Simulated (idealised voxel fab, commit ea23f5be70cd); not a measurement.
Title: Process Module voxel capacitor over wiring
In the cross-section labelled cut, the width is 155 nm and each square cell is 5 nm.
Bands, listed from the top down, are how a cross-section gets written in this document; the cross-section itself is a grid of square cells, and a band is one or more rows of them. Band: top and bottom heights (nm) first, top before bottom; then materials from left to right, widths in nm. "all across" marks a sole material filling the band edge to edge. "air" denotes empty space. The reference from which all heights are counted is 0, the level beneath which the as-received wafer is entirely one material; the lowest band, having no lower bound, proceeds downward and is written after the example "0 down". Note: "30..40" means the width goes from the first number (top row of the band) to the second number (bottom row) in equal steps per row of cells. Step marked "changes: none"? Then no cell in the cross-section changed in it. This entry, "Cavities, closed", enumerates those empty regions of no fewer than 8 cells that possess no open connection to the top. Each region is reported in the form width x height at distance, the distance being taken from the left edge, with all three quantities expressed in nm. It should be noted that, on the line of a given step, the content following the step's settings is a remark produced by the simulator itself with respect to that step. For masked steps, "overlay nm" on the step line gives how far right of plan the mask actually lay; a minus sign means it lay to the left.

Planned step list for the process:
1 RECEIVE: material Si
2 CONFORMAL_DEP: material SiO2, thk nm 15
3 CONFORMAL_DEP: material SiCN, thk nm 5
4 DIRECTIONAL_DEP: material SiO2, thk nm 15
5 PATTERN: tone open, mask id METAL_1, material resist, width nm 25, pitch nm 90, thk nm 20, overlay nm 0
6 DIRECTIONAL_ETCH: etch materials SiO2, depth nm 15
7 DIRECTIONAL_ETCH: etch materials SiCN, depth nm 5
8 STRIP: etch materials resist
9 CONFORMAL_DEP: material TiN, thk nm 5
10 FILL_DEP: material Ru, thk nm 10
11 CMP: height nm 35
12 CONFORMAL_DEP: material SiCN, thk nm 5
13 DIRECTIONAL_DEP: material SiO2, thk nm 15
14 DIRECTIONAL_DEP: material aC, thk nm 10
15 PATTERN: tone open, mask id PLUG_1, material resist, width nm 15, thk nm 25, overlay nm 0
16 DIRECTIONAL_ETCH: etch materials aC, depth nm 10
17 STRIP: etch materials resist
18 DIRECTIONAL_ETCH: etch materials SiO2, depth nm 15
19 DIRECTIONAL_ETCH: etch materials SiCN, depth nm 5
20 STRIP: etch materials aC
21 EPI: material Ru, thk nm 10
22 EPI: material Ru, thk nm 10
23 DIRECTIONAL_DEP: material TiN, thk nm 10
24 DIRECTIONAL_DEP: material HfO2, thk nm 5
25 DIRECTIONAL_DEP: material TiN, thk nm 5
26 PATTERN: tone cover, mask id UPPER_PLATE, material resist, width nm 70, thk nm 15, overlay nm 0
27 DIRECTIONAL_ETCH: etch materials TiN, depth nm 5
28 DIRECTIONAL_ETCH: etch materials HfO2, depth nm 5
29 STRIP: etch materials resist
30 PATTERN: tone cover, mask id LOWER_PLATE, material resist, width nm 80, thk nm 20, overlay nm 0
31 DIRECTIONAL_ETCH: etch materials TiN, depth nm 10
32 STRIP: etch materials resist
33 FILL_DEP: material SiO2, thk nm 20
34 CMP: height nm 90
35 PATTERN: tone open, mask id PLUG_2, material resist, width nm 15, thk nm 20, overlay nm 0
36 DIRECTIONAL_ETCH: etch materials SiO2, depth nm 15
37 STRIP: etch materials resist
38 CONFORMAL_DEP: material TiN, thk nm 5
39 FILL_DEP: material Ru, thk nm 10
40 CMP: height nm 90
41 CONFORMAL_DEP: material SiCN, thk nm 5

Incoming wafer in cross-section (state: after step 1):
0 down: Si all across
Cavities, closed: none

This is how the wafer looks in cross-section once the module is done, given the starting state and plan above and one mistake in carrying the plan out:
95 to 90: SiCN all across
90 to 80: 35 nm Ru, 5 nm TiN, 15 nm SiO2, 5 nm TiN, 95 nm Ru
80 to 75: 40 nm TiN, 15 nm SiO2, 100 nm TiN
75 to 70: 30 nm SiO2, 70 nm TiN, 55 nm SiO2
70 to 65: 30 nm SiO2, 70 nm HfO2, 55 nm SiO2
65 to 55: 25 nm SiO2, 80 nm TiN, 50 nm SiO2
55 to 40: 30 nm SiO2, 15 nm Ru, 110 nm SiO2
40 to 35: 30 nm SiCN, 15 nm Ru, 110 nm SiCN
35 to 20: 20 nm SiO2, 5 nm TiN, 15 nm Ru, 5 nm TiN, 65 nm SiO2, 5 nm TiN, 15 nm Ru, 5 nm TiN, 20 nm SiO2
20 to 15: 20 nm SiCN, 25 nm TiN, 65 nm SiCN, 25 nm TiN, 20 nm SiCN
15 to 0: SiO2 all across
0 down: Si all across
Cavities, closed: none
Short version of what went wrong: in deviation from the planned setting, step 35 was conducted as PATTERN: tone cover, mask id PLUG_2, material resist, width nm 15, thk nm 20, overlay nm 0
